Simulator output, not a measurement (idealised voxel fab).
Process module in this document: voxel gate over fins
cross-section cut | 240 nm wide | cells 5 nm
Think of the cross-section as a grid of square cells. We describe it in bands, top to bottom, and each band covers one or more rows of those cells. What a band's entry tells you: where the top is and where the bottom is, as heights in nm, and after that what lies inside, material by material from left to right, each with its width in nm. Empty space is written as the word "empty", and a single material marked with the word "edge to edge" occupies the band from edge to edge. All heights in this document are referenced to 0, defined as the level beneath which the wafer, as received, consists entirely of one material. The lowest band is not bounded below; it extends indefinitely downward and is written in the form "0 and below". Top row gets the first number, bottom row gets the second, and each row in between changes by the same step: that is how a band width like "30 to 40" works. Given "everything unchanged" for a step, no cell of the cross-section differs between before and after that step. So "Closed cavities" is basically the list of trapped voids: any empty space of 8 cells or more that can't reach the top through an opening. They're written width x height at distance, the distance being from the left edge, and it's all nm. Text after the settings on a step's line: the simulator's own remark on that step. You can add "overlay nm" to a step's line. For a step with a mask, it describes how far the mask lay to the right of its planned position, and a negative number describes a lay to the left.

SO HERE'S THE LINEUP OF PROCESS STEPS WE PLANNED
| 1 | RECEIVE, material Si |
| 2 | CONFORMAL_DEP, material SiN, thk nm 10 |
| 3 | PATTERN, tone cover, mask id FINS, material resist, width nm 15, pitch nm 60, thk nm 20, overlay nm 0 |
| 4 | DIRECTIONAL_ETCH, etch materials SiN, depth nm 10 |
| 5 | DIRECTIONAL_ETCH, etch materials Si, depth nm 40 |
| 6 | STRIP, etch materials resist |
| 7 | OXIDIZE, depth nm 5 |
| 8 | FILL_DEP, material SiO2, thk nm 15 |
| 9 | CMP, height nm 10 |
| 10 | PATTERN, tone open, mask id RAIL, material resist, width nm 15, thk nm 15, overlay nm 0 |
| 11 | DIRECTIONAL_ETCH, etch materials SiO2, depth nm 45 |
| 12 | STRIP, etch materials resist |
| 13 | CONFORMAL_DEP, material TiN, thk nm 5 |
| 14 | FILL_DEP, material Ru, thk nm 10 |
| 15 | CMP, height nm 10 |
| 16 | SELECTIVE_ETCH, etch materials W Ru TiN, depth nm 20 |
| 17 | FILL_DEP, material SiO2, thk nm 5 |
| 18 | CMP, height nm 10 |
| 19 | SELECTIVE_ETCH, etch materials SiO2, depth nm 20 |
| 20 | STRIP, etch materials SiN |
| 21 | CONFORMAL_DEP, material HfO2, thk nm 5 |
| 22 | CONFORMAL_DEP, material TiN, thk nm 5 |
| 23 | CONFORMAL_DEP, material TiAl, thk nm 5 |
| 24 | CONFORMAL_DEP, material TiN, thk nm 5 |
| 25 | FILL_DEP, material W, thk nm 15 |
| 26 | CMP, height nm 30 |
| 27 | CONFORMAL_DEP, material SiN, thk nm 5 |
The wafers are alike at the start. At step 16, their depth nm differs. The plan lists the first wafer's value.

THE FIRST OF SEVERAL WAFERS AS RECEIVED, SHOWN IN CROSS-SECTION; THIS IS ITS STATE AFTER STEP 1
  0 and below: Si edge to edge
  Closed cavities: none

HERE'S THE FIRST OF SEVERAL WAFERS IN CROSS-SECTION, END OF THE MODULE, AFTER THE LAST STEP, STEP 27
  35 down to 30: SiN edge to edge
  30 down to 20: W edge to edge
  20 down to 15: 35 nm W, 45 nm TiN, 15 nm W, 45 nm TiN, 15 nm W, 45 nm TiN, 40 nm W
  15 down to 10: 35 nm W, 5 nm TiN, 35 nm TiAl, 5 nm TiN, 15 nm W, 5 nm TiN, 35 nm TiAl, 5 nm TiN, 15 nm W, 5 nm TiN, 35 nm TiAl, 5 nm TiN, 40 nm W
  10 down to 5: 40 nm TiN, 5 nm TiAl, 25 nm TiN, 5 nm TiAl, 25 nm TiN, 5 nm TiAl, 25 nm TiN, 5 nm TiAl, 25 nm TiN, 5 nm TiAl, 25 nm TiN, 5 nm TiAl, 45 nm TiN
  5 down to 0: 45 nm TiAl, 5 nm TiN, 15 nm HfO2, 5 nm TiN, 35 nm TiAl, 5 nm TiN, 15 nm HfO2, 5 nm TiN, 35 nm TiAl, 5 nm TiN, 15 nm HfO2, 5 nm TiN, 50 nm TiAl
  0 down to -5: 50 nm TiN, 5 nm HfO2, 5 nm Si, 5 nm HfO2, 45 nm TiN, 5 nm HfO2, 5 nm Si, 5 nm HfO2, 45 nm TiN, 5 nm HfO2, 5 nm Si, 5 nm HfO2, 55 nm TiN
  -5 down to -10: 55 nm HfO2, 5 nm Si, 55 nm HfO2, 5 nm Si, 55 nm HfO2, 5 nm Si, 60 nm HfO2
  -10 down to -30: 55 nm SiO2, 5 nm Si, 20 nm SiO2, 5 nm TiN, 5 nm Ru, 5 nm TiN, 20 nm SiO2, 5 nm Si, 55 nm SiO2, 5 nm Si, 60 nm SiO2
  -30 down to -35: 55 nm SiO2, 5 nm Si, 20 nm SiO2, 15 nm TiN, 20 nm SiO2, 5 nm Si, 55 nm SiO2, 5 nm Si, 60 nm SiO2
  -35 down to -45: 55 nm SiO2, 5 nm Si, 55 nm SiO2, 5 nm Si, 55 nm SiO2, 5 nm Si, 60 nm SiO2
  -45 and below: Si edge to edge
  Closed cavities: none

THE FINAL WAFER, SECTIONED AT MODULE END
  35 down to 30: SiN edge to edge
  30 down to 20: W edge to edge
  20 down to 15: 35 nm W, 45 nm TiN, 15 nm W, 45 nm TiN, 15 nm W, 45 nm TiN, 40 nm W
  15 down to 10: 35 nm W, 5 nm TiN, 35 nm TiAl, 5 nm TiN, 15 nm W, 5 nm TiN, 35 nm TiAl, 5 nm TiN, 15 nm W, 5 nm TiN, 35 nm TiAl, 5 nm TiN, 40 nm W
  10 down to 5: 40 nm TiN, 5 nm TiAl, 25 nm TiN, 5 nm TiAl, 25 nm TiN, 5 nm TiAl, 25 nm TiN, 5 nm TiAl, 25 nm TiN, 5 nm TiAl, 25 nm TiN, 5 nm TiAl, 45 nm TiN
  5 down to 0: 45 nm TiAl, 5 nm TiN, 15 nm HfO2, 5 nm TiN, 35 nm TiAl, 5 nm TiN, 15 nm HfO2, 5 nm TiN, 35 nm TiAl, 5 nm TiN, 15 nm HfO2, 5 nm TiN, 50 nm TiAl
  0 down to -5: 50 nm TiN, 5 nm HfO2, 5 nm Si, 5 nm HfO2, 45 nm TiN, 5 nm HfO2, 5 nm Si, 5 nm HfO2, 45 nm TiN, 5 nm HfO2, 5 nm Si, 5 nm HfO2, 55 nm TiN
  -5 down to -10: 55 nm HfO2, 5 nm Si, 55 nm HfO2, 5 nm Si, 55 nm HfO2, 5 nm Si, 60 nm HfO2
  -10 down to -45: 55 nm SiO2, 5 nm Si, 55 nm SiO2, 5 nm Si, 55 nm SiO2, 5 nm Si, 60 nm SiO2
  -45 and below: Si edge to edge
  Closed cavities: none

HERE IS HOW TO READ THE ROWS: EVERY WAFER HAS A ROW, AND IT SHOWS THE WAFER AT THE END OF THE MODULE, GIVING FOR EACH MATERIAL HOW MANY CELLS WERE GAINED (+) OR LOST (-) SINCE THE WAFER WAS RECEIVED, THEN LISTING ITS CLOSED VOIDS
depth nm 20 | +60 HfO2 | +4 Ru | -405 Si | +48 SiN | +300 SiO2 | +60 TiAl | +131 TiN | +138 W | Closed cavities: none
depth nm 25 | +60 HfO2 | +3 Ru | -405 Si | +48 SiN | +303 SiO2 | +60 TiAl | +129 TiN | +138 W | Closed cavities: none
depth nm 30 | +60 HfO2 | +2 Ru | -405 Si | +48 SiN | +306 SiO2 | +60 TiAl | +127 TiN | +138 W | Closed cavities: none
depth nm 35 | +60 HfO2 | +1 Ru | -405 Si | +48 SiN | +309 SiO2 | +60 TiAl | +125 TiN | +138 W | Closed cavities: none
depth nm 40 | +60 HfO2 | -405 Si | +48 SiN | +312 SiO2 | +60 TiAl | +123 TiN | +138 W | Closed cavities: none
depth nm 45 | +60 HfO2 | -405 Si | +48 SiN | +315 SiO2 | +60 TiAl | +120 TiN | +138 W | Closed cavities: none
